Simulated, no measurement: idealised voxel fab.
The name of this process module is voxel ribs on slabs.
Displayed cross-section: cut, width of 280 nm, square cells sized 5 nm.
Cross-section spec: square-cell grid; bands listed top down; each band is one or more rows.
Top, bottom (nm), then materials left to right with widths (nm); lone material tagged "full width" fills the whole band edge to edge; "blank" = empty space.
Zero point of the height axis is 0; under it, received wafer = one material. Lowest band: continues down indefinitely, "0 down".
So if you see something like "30->40" for the width, read it as the top row of the band sitting at the first number and the bottom row at the second, with every row in between moving by the same amount as the last.
Any step labelled "nothing was modified" changed none of the cells in the cross-section.
Look at "Voids lacking openings" for the closed voids: empty spaces with no open path to the top, sized 8 cells or up. Each is width x height at distance, distance from the left edge, all nm.
Read whatever lies past the settings on a step's line as the simulator's own remark about the step.
overlay nm, on a step with a mask: how far to the right of its planned place the mask lay; to the left if negative

**List of planned process steps**
1 RECEIVE [material Si]
2 DIRECTIONAL_DEP [material SiO2] [thk nm 25]
3 DIRECTIONAL_DEP [material polySi] [thk nm 25]
4 MASKED_ETCH [tone cover] [mask id RIB] [width nm 25] [etch materials polySi] [depth nm 10] [overlay nm 0]
5 DIRECTIONAL_DEP [material aC] [thk nm 15]
6 PATTERN [tone cover] [mask id SLAB] [material resist] [width nm 55] [thk nm 35] [overlay nm 0]
7 DIRECTIONAL_ETCH [etch materials aC] [depth nm 15]
8 STRIP [etch materials resist]
9 DIRECTIONAL_ETCH [etch materials polySi] [depth nm 15]
10 STRIP [etch materials aC]
11 FILL_DEP [material SiO2] [thk nm 15]
12 CMP [height nm 60]
13 DIRECTIONAL_DEP [material TiN] [thk nm 10]
14 MASKED_ETCH [tone cover] [mask id HEATER] [width nm 35] [etch materials TiN] [depth nm 10] [overlay nm 0]
15 CONFORMAL_DEP [material SiN] [thk nm 5]

**Cross-section of the incoming wafer, state after step 1**
    0 down: Si full width
    Voids lacking openings: none

**One mistake in running the module, otherwise start and plan as above: cross-section at the end**
    75 to 70: 115 nm blank, 45 nm SiN, 120 nm blank
    70 to 65: 115 nm blank, 5 nm SiN, 35 nm TiN, 5 nm SiN, 120 nm blank
    65 to 60: 120 nm SiN, 35 nm TiN, 125 nm SiN
    60 to 50: 110 nm SiO2, 55 nm polySi, 115 nm SiO2
    50 to 0: SiO2 full width
    0 down: Si full width
    Voids lacking openings: none
Run error: execution of plan step 2 occurred twice
